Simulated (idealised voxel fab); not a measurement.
process module | voxel self aligned vias
cross-section cut | 165 nm wide | cells 5 nm
A cross-section is a grid of square cells, given in bands from the top down. A band is one or more rows of cells.
Each band's line starts with the height of the band's top and of its bottom, in nm. Then come its materials from left to right, each with its width in nm. One material with "throughout" fills the band from edge to edge. "air" is empty space.
Height 0 is the level under which the wafer as received is all one material. The lowest band goes on downwards, as in "0 down".
A width such as "30 to 40" changes by the same amount from each row of cells to the next, from the band's top row to its bottom row.
"no change" after a step means that no cell of the cross-section changed.
closed voids: empty space of 8 cells or more with no open way to the top, each as width x height at its distance from the left edge, in nm
after a step's settings: what the simulator itself notes on the step
overlay nm, on a step with a mask: how far to the right of its planned place the mask lay; to the left if negative
plan
1 op RECEIVE | material Si
2 op CONFORMAL_DEP | material SiO2 | thk nm 15
3 op CONFORMAL_DEP | material SiCN | thk nm 5
4 op DIRECTIONAL_DEP | material lowk | thk nm 30
5 op PATTERN | tone open | mask id LINES | material resist | width nm 30 | pitch nm 80 | thk nm 20 | overlay nm 0
6 op DIRECTIONAL_ETCH | etch materials lowk | depth nm 30
7 op STRIP | etch materials resist
8 op CONFORMAL_DEP | material TiN | thk nm 5
9 op FILL_DEP | material W | thk nm 10
10 op CMP | height nm 50
11 op SELECTIVE_ETCH | etch materials W Ru TiN | depth nm 10
12 op FILL_DEP | material SiN | thk nm 5
13 op CMP | height nm 50
14 op DIRECTIONAL_DEP | material lowk | thk nm 20
15 op DIRECTIONAL_DEP | material aC | thk nm 10
16 op PATTERN | tone open | mask id VIAS | material resist | width nm 50 | pitch nm 80 | thk nm 30 | overlay nm 0
17 op DIRECTIONAL_ETCH | etch materials aC | depth nm 10
18 op STRIP | etch materials resist
19 op DIRECTIONAL_ETCH | etch materials lowk | depth nm 20
20 op DIRECTIONAL_ETCH | etch materials SiN | depth nm 10
21 op STRIP | etch materials aC
22 op CONFORMAL_DEP | material TiN | thk nm 5
23 op FILL_DEP | material W | thk nm 10
24 op CMP | height nm 70
25 op CONFORMAL_DEP | material SiCN | thk nm 5
first wafer, as planned
as received, after step 1
  0 down: Si throughout
  closed voids: none
after step 2
  15 to 0: SiO2 throughout
  below 0: unchanged
after step 3
  20 to 15: SiCN throughout
  below 15: unchanged
after step 4
  50 to 20: lowk throughout
  below 20: unchanged
after step 5
  70 to 50: resist 25 | air 30 | resist 50 | air 30 | resist 30
  below 50: unchanged
after step 6
  70 to 50: resist 25 | air 30 | resist 50 | air 30 | resist 30
  50 to 20: lowk 25 | air 30 | lowk 50 | air 30 | lowk 30
  below 20: unchanged
after step 7
  50 to 20: lowk 25 | air 30 | lowk 50 | air 30 | lowk 30
  below 20: unchanged
after step 8
  55 to 50: TiN 30 | air 20 | TiN 60 | air 20 | TiN 35
  50 to 25: lowk 25 | TiN 5 | air 20 | TiN 5 | lowk 50 | TiN 5 | air 20 | TiN 5 | lowk 30
  25 to 20: lowk 25 | TiN 30 | lowk 50 | TiN 30 | lowk 30
  below 20: unchanged
after step 9
  65 to 55: W throughout
  55 to 50: TiN 30 | W 20 | TiN 60 | W 20 | TiN 35
  50 to 25: lowk 25 | TiN 5 | W 20 | TiN 5 | lowk 50 | TiN 5 | W 20 | TiN 5 | lowk 30
  below 25: unchanged
after step 10
  50 to 25: lowk 25 | TiN 5 | W 20 | TiN 5 | lowk 50 | TiN 5 | W 20 | TiN 5 | lowk 30
  below 25: unchanged
after step 11
  50 to 40: lowk 25 | air 30 | lowk 50 | air 30 | lowk 30
  below 40: unchanged
after step 12
  55 to 50: SiN throughout
  50 to 40: lowk 25 | SiN 30 | lowk 50 | SiN 30 | lowk 30
  below 40: unchanged
after step 13
  50 to 40: lowk 25 | SiN 30 | lowk 50 | SiN 30 | lowk 30
  below 40: unchanged
after step 14
  70 to 50: lowk throughout
  below 50: unchanged
after step 15
  80 to 70: aC throughout
  below 70: unchanged
after step 16
  110 to 80: resist 15 | air 50 | resist 30 | air 50 | resist 20
  below 80: unchanged
after step 17
  100 to 80: resist 15 | air 50 | resist 30 | air 50 | resist 20
  80 to 70: aC 15 | air 50 | aC 30 | air 50 | aC 20
  below 70: unchanged
after step 18
  80 to 70: aC 15 | air 50 | aC 30 | air 50 | aC 20
  below 70: unchanged
after step 19
  80 to 70: aC 15 | air 50 | aC 30 | air 50 | aC 20
  70 to 50: lowk 15 | air 50 | lowk 30 | air 50 | lowk 20
  below 50: unchanged
after step 20
  80 to 70: aC 15 | air 50 | aC 30 | air 50 | aC 20
  70 to 50: lowk 15 | air 50 | lowk 30 | air 50 | lowk 20
  50 to 40: lowk 25 | air 30 | lowk 50 | air 30 | lowk 30
  below 40: unchanged
after step 21
  70 to 50: lowk 15 | air 50 | lowk 30 | air 50 | lowk 20
  below 50: unchanged
after step 22
  75 to 70: TiN 20 | air 40 | TiN 40 | air 40 | TiN 25
  70 to 55: lowk 15 | TiN 5 | air 40 | TiN 5 | lowk 30 | TiN 5 | air 40 | TiN 5 | lowk 20
  55 to 45: lowk 15 to 25 | TiN 15 to 5 | air 20 | TiN 15 to 5 | lowk 30 to 50 | TiN 15 to 5 | air 20 | TiN 15 to 5 | lowk 20 to 30
  45 to 40: lowk 25 | TiN 30 | lowk 50 | TiN 30 | lowk 30
  below 40: unchanged
after step 23
  85 to 75: W throughout
  75 to 70: TiN 20 | W 40 | TiN 40 | W 40 | TiN 25
  70 to 55: lowk 15 | TiN 5 | W 40 | TiN 5 | lowk 30 | TiN 5 | W 40 | TiN 5 | lowk 20
  55 to 45: lowk 15 to 25 | TiN 15 to 5 | W 20 | TiN 15 to 5 | lowk 30 to 50 | TiN 15 to 5 | W 20 | TiN 15 to 5 | lowk 20 to 30
  below 45: unchanged
after step 24
  70 to 55: lowk 15 | TiN 5 | W 40 | TiN 5 | lowk 30 | TiN 5 | W 40 | TiN 5 | lowk 20
  below 55: unchanged
after step 25
  75 to 70: SiCN throughout
  below 70: unchanged
second wafer: like start, like plan, one mistake. Through step 23 it matches the first wafer
when step 24 should have ended
  65 to 55: lowk 15 | TiN 5 | W 40 | TiN 5 | lowk 30 | TiN 5 | W 40 | TiN 5 | lowk 20
  below 55: unchanged
when step 25 should have ended
  70 to 65: SiCN throughout
  below 65: unchanged
what went wrong: step 24 ran as: op CMP | height nm 65
at the end the second wafer has, in cells: 4 fewer of TiN | 16 fewer of W | 13 fewer of lowk
